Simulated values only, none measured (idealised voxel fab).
Process module, titled voxel trench capacitor
Square cell edge 5 nm, section width 225 nm, ID cut.
If you're reading a cross-section in this doc, picture square cells in a grid; it comes to you as bands, top ones listed first down to the bottom, and a band can be one or more rows of cells.
First you get the band's top height and its bottom height, in nm, and then the materials it's made of, left to right, with each width in nm. If you see a single material with "edge to edge", that one covers the band edge to edge. "blank" is empty space.
Convention: height 0 is the level below which the wafer, as received, is all one material. The lowest band does not terminate at the bottom but continues downward, represented as "0 down".
Per-row width for "30->40": begins at first number (top row of band), ends at second number (bottom row), increment between rows held constant.
The cross-section has no changed cell in any step marked "no change occurred".
Enclosed voids (no open way to top), threshold 8 cells or more, entry "Closed void table", notation width x height at distance, distance from left edge, nm.
It should be noted that, on the line of a given step, the content following the step's settings is a remark produced by the simulator itself with respect to that step.
A step line may carry the setting "overlay nm", which, for steps involving a mask, states the distance by which the mask lay to the right of its intended position; negative values denote displacement to the left.

Here's what the planned process steps look like:
1: RECEIVE with material Si
2: CONFORMAL_DEP with material SiN, thk nm 10
3: DIRECTIONAL_DEP with material aC, thk nm 15
4: PATTERN with tone open, mask id TRENCH, material resist, width nm 25, pitch nm 50, thk nm 30, overlay nm 0
5: DIRECTIONAL_ETCH with etch materials aC, depth nm 15
6: STRIP with etch materials resist
7: DIRECTIONAL_ETCH with etch materials SiN, depth nm 10
8: DIRECTIONAL_ETCH with etch materials Si, depth nm 25
9: STRIP with etch materials aC
10: CONFORMAL_DEP with material HfO2, thk nm 5
11: CONFORMAL_DEP with material TiN, thk nm 5
12: FILL_DEP with material W, thk nm 5
13: CMP with height nm 10

So, the first of our two wafers, run just as we planned it:

Cross-sectional view of the wafer in its as-received condition, corresponding to the state after step 1:
- 0 down: Si edge to edge
- Closed void table: none

after step 2:
- 10 to 0: SiN edge to edge
- Below 0, the layers are the same as they were.

after step 3:
- 25 to 10: aC edge to edge
- Below 10, the layers are the same as they were.

after step 4:
- 55 to 25: resist 25; blank 25; resist 25; blank 25; resist 25; blank 25; resist 25; blank 25; resist 25
- Below 25, the layers are the same as they were.

after step 5:
- 40 to 25: resist 25; blank 25; resist 25; blank 25; resist 25; blank 25; resist 25; blank 25; resist 25
- 25 to 10: aC 25; blank 25; aC 25; blank 25; aC 25; blank 25; aC 25; blank 25; aC 25
- Below 10, the layers are the same as they were.

after step 6:
- 25 to 10: aC 25; blank 25; aC 25; blank 25; aC 25; blank 25; aC 25; blank 25; aC 25
- Below 10, the layers are the same as they were.

after step 7:
- 25 to 10: aC 25; blank 25; aC 25; blank 25; aC 25; blank 25; aC 25; blank 25; aC 25
- 10 to 0: SiN 25; blank 25; SiN 25; blank 25; SiN 25; blank 25; SiN 25; blank 25; SiN 25
- Below 0, the layers are the same as they were.

after step 8:
- 25 to 10: aC 25; blank 25; aC 25; blank 25; aC 25; blank 25; aC 25; blank 25; aC 25
- 10 to 0: SiN 25; blank 25; SiN 25; blank 25; SiN 25; blank 25; SiN 25; blank 25; SiN 25
- 0 to -25: Si 25; blank 25; Si 25; blank 25; Si 25; blank 25; Si 25; blank 25; Si 25
- Below -25, the layers are the same as they were.

after step 9:
- 10 to 0: SiN 25; blank 25; SiN 25; blank 25; SiN 25; blank 25; SiN 25; blank 25; SiN 25
- Below 0, the layers are the same as they were.

after step 10:
- 15 to 10: HfO2 30; blank 15; HfO2 35; blank 15; HfO2 35; blank 15; HfO2 35; blank 15; HfO2 30
- 10 to 0: SiN 25; HfO2 5; blank 15; HfO2 5; SiN 25; HfO2 5; blank 15; HfO2 5; SiN 25; HfO2 5; blank 15; HfO2 5; SiN 25; HfO2 5; blank 15; HfO2 5; SiN 25
- 0 to -20: Si 25; HfO2 5; blank 15; HfO2 5; Si 25; HfO2 5; blank 15; HfO2 5; Si 25; HfO2 5; blank 15; HfO2 5; Si 25; HfO2 5; blank 15; HfO2 5; Si 25
- -20 to -25: Si 25; HfO2 25; Si 25; HfO2 25; Si 25; HfO2 25; Si 25; HfO2 25; Si 25
- Below -25, the layers are the same as they were.

after step 11:
- 20 to 15: TiN 35; blank 5; TiN 45; blank 5; TiN 45; blank 5; TiN 45; blank 5; TiN 35
- 15 to 10: HfO2 30; TiN 5; blank 5; TiN 5; HfO2 35; TiN 5; blank 5; TiN 5; HfO2 35; TiN 5; blank 5; TiN 5; HfO2 35; TiN 5; blank 5; TiN 5; HfO2 30
- 10 to 0: SiN 25; HfO2 5; TiN 5; blank 5; TiN 5; HfO2 5; SiN 25; HfO2 5; TiN 5; blank 5; TiN 5; HfO2 5; SiN 25; HfO2 5; TiN 5; blank 5; TiN 5; HfO2 5; SiN 25; HfO2 5; TiN 5; blank 5; TiN 5; HfO2 5; SiN 25
- 0 to -15: Si 25; HfO2 5; TiN 5; blank 5; TiN 5; HfO2 5; Si 25; HfO2 5; TiN 5; blank 5; TiN 5; HfO2 5; Si 25; HfO2 5; TiN 5; blank 5; TiN 5; HfO2 5; Si 25; HfO2 5; TiN 5; blank 5; TiN 5; HfO2 5; Si 25
- -15 to -20: Si 25; HfO2 5; TiN 15; HfO2 5; Si 25; HfO2 5; TiN 15; HfO2 5; Si 25; HfO2 5; TiN 15; HfO2 5; Si 25; HfO2 5; TiN 15; HfO2 5; Si 25
- Below -20, the layers are the same as they were.

after step 12:
- 25 to 20: W edge to edge
- 20 to 15: TiN 35; W 5; TiN 45; W 5; TiN 45; W 5; TiN 45; W 5; TiN 35
- 15 to 10: HfO2 30; TiN 5; W 5; TiN 5; HfO2 35; TiN 5; W 5; TiN 5; HfO2 35; TiN 5; W 5; TiN 5; HfO2 35; TiN 5; W 5; TiN 5; HfO2 30
- 10 to 0: SiN 25; HfO2 5; TiN 5; W 5; TiN 5; HfO2 5; SiN 25; HfO2 5; TiN 5; W 5; TiN 5; HfO2 5; SiN 25; HfO2 5; TiN 5; W 5; TiN 5; HfO2 5; SiN 25; HfO2 5; TiN 5; W 5; TiN 5; HfO2 5; SiN 25
- 0 to -15: Si 25; HfO2 5; TiN 5; W 5; TiN 5; HfO2 5; Si 25; HfO2 5; TiN 5; W 5; TiN 5; HfO2 5; Si 25; HfO2 5; TiN 5; W 5; TiN 5; HfO2 5; Si 25; HfO2 5; TiN 5; W 5; TiN 5; HfO2 5; Si 25
- Below -15, the layers are the same as they were.

after step 13:
- 10 to 0: SiN 25; HfO2 5; TiN 5; W 5; TiN 5; HfO2 5; SiN 25; HfO2 5; TiN 5; W 5; TiN 5; HfO2 5; SiN 25; HfO2 5; TiN 5; W 5; TiN 5; HfO2 5; SiN 25; HfO2 5; TiN 5; W 5; TiN 5; HfO2 5; SiN 25
- Below 0, the layers are the same as they were.

Wafer two of two - same starting point, same process plan, one mistake in execution; matches wafer one up to and including step 9:

when step 10 should have ended:
- 15 to 10: TiN 30; blank 15; TiN 35; blank 15; TiN 35; blank 15; TiN 35; blank 15; TiN 30
- 10 to 0: SiN 25; TiN 5; blank 15; TiN 5; SiN 25; TiN 5; blank 15; TiN 5; SiN 25; TiN 5; blank 15; TiN 5; SiN 25; TiN 5; blank 15; TiN 5; SiN 25
- 0 to -20: Si 25; TiN 5; blank 15; TiN 5; Si 25; TiN 5; blank 15; TiN 5; Si 25; TiN 5; blank 15; TiN 5; Si 25; TiN 5; blank 15; TiN 5; Si 25
- -20 to -25: Si 25; TiN 25; Si 25; TiN 25; Si 25; TiN 25; Si 25; TiN 25; Si 25
- Below -25, the layers are the same as they were.

when step 11 should have ended:
- 20 to 15: HfO2 35; blank 5; HfO2 45; blank 5; HfO2 45; blank 5; HfO2 45; blank 5; HfO2 35
- 15 to 10: TiN 30; HfO2 5; blank 5; HfO2 5; TiN 35; HfO2 5; blank 5; HfO2 5; TiN 35; HfO2 5; blank 5; HfO2 5; TiN 35; HfO2 5; blank 5; HfO2 5; TiN 30
- 10 to 0: SiN 25; TiN 5; HfO2 5; blank 5; HfO2 5; TiN 5; SiN 25; TiN 5; HfO2 5; blank 5; HfO2 5; TiN 5; SiN 25; TiN 5; HfO2 5; blank 5; HfO2 5; TiN 5; SiN 25; TiN 5; HfO2 5; blank 5; HfO2 5; TiN 5; SiN 25
- 0 to -15: Si 25; TiN 5; HfO2 5; blank 5; HfO2 5; TiN 5; Si 25; TiN 5; HfO2 5; blank 5; HfO2 5; TiN 5; Si 25; TiN 5; HfO2 5; blank 5; HfO2 5; TiN 5; Si 25; TiN 5; HfO2 5; blank 5; HfO2 5; TiN 5; Si 25
- -15 to -20: Si 25; TiN 5; HfO2 15; TiN 5; Si 25; TiN 5; HfO2 15; TiN 5; Si 25; TiN 5; HfO2 15; TiN 5; Si 25; TiN 5; HfO2 15; TiN 5; Si 25
- Below -20, the layers are the same as they were.

when step 12 should have ended:
- 25 to 20: W edge to edge
- 20 to 15: HfO2 35; W 5; HfO2 45; W 5; HfO2 45; W 5; HfO2 45; W 5; HfO2 35
- 15 to 10: TiN 30; HfO2 5; W 5; HfO2 5; TiN 35; HfO2 5; W 5; HfO2 5; TiN 35; HfO2 5; W 5; HfO2 5; TiN 35; HfO2 5; W 5; HfO2 5; TiN 30
- 10 to 0: SiN 25; TiN 5; HfO2 5; W 5; HfO2 5; TiN 5; SiN 25; TiN 5; HfO2 5; W 5; HfO2 5; TiN 5; SiN 25; TiN 5; HfO2 5; W 5; HfO2 5; TiN 5; SiN 25; TiN 5; HfO2 5; W 5; HfO2 5; TiN 5; SiN 25
- 0 to -15: Si 25; TiN 5; HfO2 5; W 5; HfO2 5; TiN 5; Si 25; TiN 5; HfO2 5; W 5; HfO2 5; TiN 5; Si 25; TiN 5; HfO2 5; W 5; HfO2 5; TiN 5; Si 25; TiN 5; HfO2 5; W 5; HfO2 5; TiN 5; Si 25
- Below -15, the layers are the same as they were.

when step 13 should have ended:
- 10 to 0: SiN 25; TiN 5; HfO2 5; W 5; HfO2 5; TiN 5; SiN 25; TiN 5; HfO2 5; W 5; HfO2 5; TiN 5; SiN 25; TiN 5; HfO2 5; W 5; HfO2 5; TiN 5; SiN 25; TiN 5; HfO2 5; W 5; HfO2 5; TiN 5; SiN 25
- Below 0, the layers are the same as they were.
The mistake made against the process plan was this: step 10 ran in the slot meant for step 11, and vice versa
Upon completion, the second wafer contains, in terms of cells, a greater or smaller amount of certain materials than the first wafer: -16 HfO2, +16 TiN
